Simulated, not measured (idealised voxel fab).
Herein follows the process module entitled voxel wiring stack.
This is section cut - it's 205 nm across, gridded in 5 nm square cells.
In what follows, cross-sections appear as grids of square cells, described through bands that run from the top down, where every band is one or more rows of cells.
Band entry format. Leading values: height of top, height of bottom, nm. Remainder: materials in left-to-right order, each with its width in nm. Special words: "edge to edge" on a single material, which then fills the band edge to edge; "empty", empty space.
We count height from 0. Below that, the starting wafer is all one material. The lowest band never ends at the bottom but goes on down; see "from 0 down" for how that is written.
Read "30..40" as a graded width: first number on top, second number at the bottom, same change between each pair of neighbouring rows.
The designation "no alteration", where it is given for a processing step, indicates that no cell of the cross-section was altered in the course of that step.
Entry "Voids, enclosed". Content: empty spaces with no open connection to the top, size 8 cells or greater. Each: width x height at distance. Distance: from left edge. Unit: nm.
Anything after a step's settings on that line? It's the simulator's own note about the step.
A step's line can hold "overlay nm"; with a mask on that step, the setting says how far right of the planned place the mask lay, while a negative setting says it lay to the left.
These are the steps we planned for the process
1) RECEIVE (material Si)
2) CONFORMAL_DEP (material SiO2; thk nm 15)
3) DIRECTIONAL_DEP (material TiN; thk nm 5)
4) DIRECTIONAL_DEP (material W; thk nm 15)
5) MASKED_ETCH (tone cover; mask id METAL_1; width nm 30; pitch nm 60; etch materials W; depth nm 15; overlay nm 0)
6) MASKED_ETCH (tone cover; mask id METAL_1; width nm 30; pitch nm 60; etch materials TiN; depth nm 5; overlay nm 0)
7) CONFORMAL_DEP (material SiN; thk nm 5)
8) FILL_DEP (material lowk; thk nm 10)
9) CMP (height nm 35)
10) CONFORMAL_DEP (material SiCN; thk nm 5)
11) DIRECTIONAL_DEP (material SiO2; thk nm 20)
12) DIRECTIONAL_DEP (material aC; thk nm 10)
13) PATTERN (tone open; mask id PLUG_1; material resist; width nm 15; pitch nm 60; thk nm 25; overlay nm 0)
14) DIRECTIONAL_ETCH (etch materials aC; depth nm 10)
15) STRIP (etch materials resist)
16) DIRECTIONAL_ETCH (etch materials SiO2; depth nm 20)
17) DIRECTIONAL_ETCH (etch materials SiCN; depth nm 5)
18) STRIP (etch materials aC)
19) EPI (material Ru; thk nm 10)
20) EPI (material Ru; thk nm 10)
21) EPI (material Ru; thk nm 5)
22) DIRECTIONAL_DEP (material TiN; thk nm 5)
23) DIRECTIONAL_DEP (material Ru; thk nm 15)
24) PATTERN (tone cover; mask id METAL_2; material resist; width nm 20; pitch nm 60; thk nm 20; overlay nm 0)
25) DIRECTIONAL_ETCH (etch materials Ru; depth nm 15)
26) DIRECTIONAL_ETCH (etch materials TiN; depth nm 5)
27) STRIP (etch materials resist)
28) CONFORMAL_DEP (material SiCN; thk nm 5)
29) FILL_DEP (material lowk; thk nm 5)
30) CMP (height nm 80)
31) CONFORMAL_DEP (material SiCN; thk nm 5)
Split variable: width nm, step 24. Plan value = first wafer. Wafers start alike.
As-received state after step 1, first of several wafers, cross-section
  from 0 down | Si edge to edge
  Voids, enclosed: none
Cross-section after step 31, the final step of the module, for the first of several wafers
  from 85 to 80 | SiCN edge to edge
  from 80 to 65 | 25 of lowk; 5 of SiCN; 20 of Ru; 5 of SiCN; 30 of lowk; 5 of SiCN; 20 of Ru; 5 of SiCN; 30 of lowk; 5 of SiCN; 20 of Ru; 5 of SiCN; 30 of lowk
  from 65 to 60 | 30 of SiCN; 20 of TiN; 40 of SiCN; 20 of TiN; 40 of SiCN; 20 of TiN; 35 of SiCN
  from 60 to 40 | 25 of SiO2; 15 of Ru; 45 of SiO2; 15 of Ru; 45 of SiO2; 15 of Ru; 45 of SiO2
  from 40 to 35 | 25 of SiCN; 15 of Ru; 45 of SiCN; 15 of Ru; 45 of SiCN; 15 of Ru; 45 of SiCN
  from 35 to 20 | 20 of lowk; 5 of SiN; 30 of W; 5 of SiN; 20 of lowk; 5 of SiN; 30 of W; 5 of SiN; 20 of lowk; 5 of SiN; 30 of W; 5 of SiN; 25 of lowk
  from 20 to 15 | 25 of SiN; 30 of TiN; 30 of SiN; 30 of TiN; 30 of SiN; 30 of TiN; 30 of SiN
  from 15 to 0 | SiO2 edge to edge
  from 0 down | Si edge to edge
  Voids, enclosed: none
Last wafer x-sec, end of module
  from 85 to 80 | SiCN edge to edge
  from 80 to 65 | 15 of lowk; 5 of SiCN; 45 of Ru; 5 of SiCN; 5 of lowk; 5 of SiCN; 45 of Ru; 5 of SiCN; 5 of lowk; 5 of SiCN; 45 of Ru; 5 of SiCN; 15 of lowk
  from 65 to 60 | 20 of SiCN; 45 of TiN; 15 of SiCN; 45 of TiN; 15 of SiCN; 45 of TiN; 20 of SiCN
  from 60 to 40 | 25 of SiO2; 15 of Ru; 45 of SiO2; 15 of Ru; 45 of SiO2; 15 of Ru; 45 of SiO2
  from 40 to 35 | 25 of SiCN; 15 of Ru; 45 of SiCN; 15 of Ru; 45 of SiCN; 15 of Ru; 45 of SiCN
  from 35 to 20 | 20 of lowk; 5 of SiN; 30 of W; 5 of SiN; 20 of lowk; 5 of SiN; 30 of W; 5 of SiN; 20 of lowk; 5 of SiN; 30 of W; 5 of SiN; 25 of lowk
  from 20 to 15 | 25 of SiN; 30 of TiN; 30 of SiN; 30 of TiN; 30 of SiN; 30 of TiN; 30 of SiN
  from 15 to 0 | SiO2 edge to edge
  from 0 down | Si edge to edge
  Voids, enclosed: none
Here is how to read the rows: every wafer has a row, and it shows the wafer at the end of the module, giving for each material how many cells were gained (+) or lost (-) since the wafer was received, then listing its closed voids
width nm 20, +81 Ru, +120 SiCN, +41 SiN, +251 SiO2, +30 TiN, +54 W, +120 lowk, Voids, enclosed: none
width nm 25, +90 Ru, +117 SiCN, +41 SiN, +251 SiO2, +33 TiN, +54 W, +111 lowk, Voids, enclosed: none
width nm 30, +99 Ru, +114 SiCN, +41 SiN, +251 SiO2, +36 TiN, +54 W, +102 lowk, Voids, enclosed: none
width nm 35, +108 Ru, +111 SiCN, +41 SiN, +251 SiO2, +39 TiN, +54 W, +93 lowk, Voids, enclosed: none
width nm 40, +117 Ru, +108 SiCN, +41 SiN, +251 SiO2, +42 TiN, +54 W, +84 lowk, Voids, enclosed: none
width nm 45, +126 Ru, +105 SiCN, +41 SiN, +251 SiO2, +45 TiN, +54 W, +75 lowk, Voids, enclosed: none
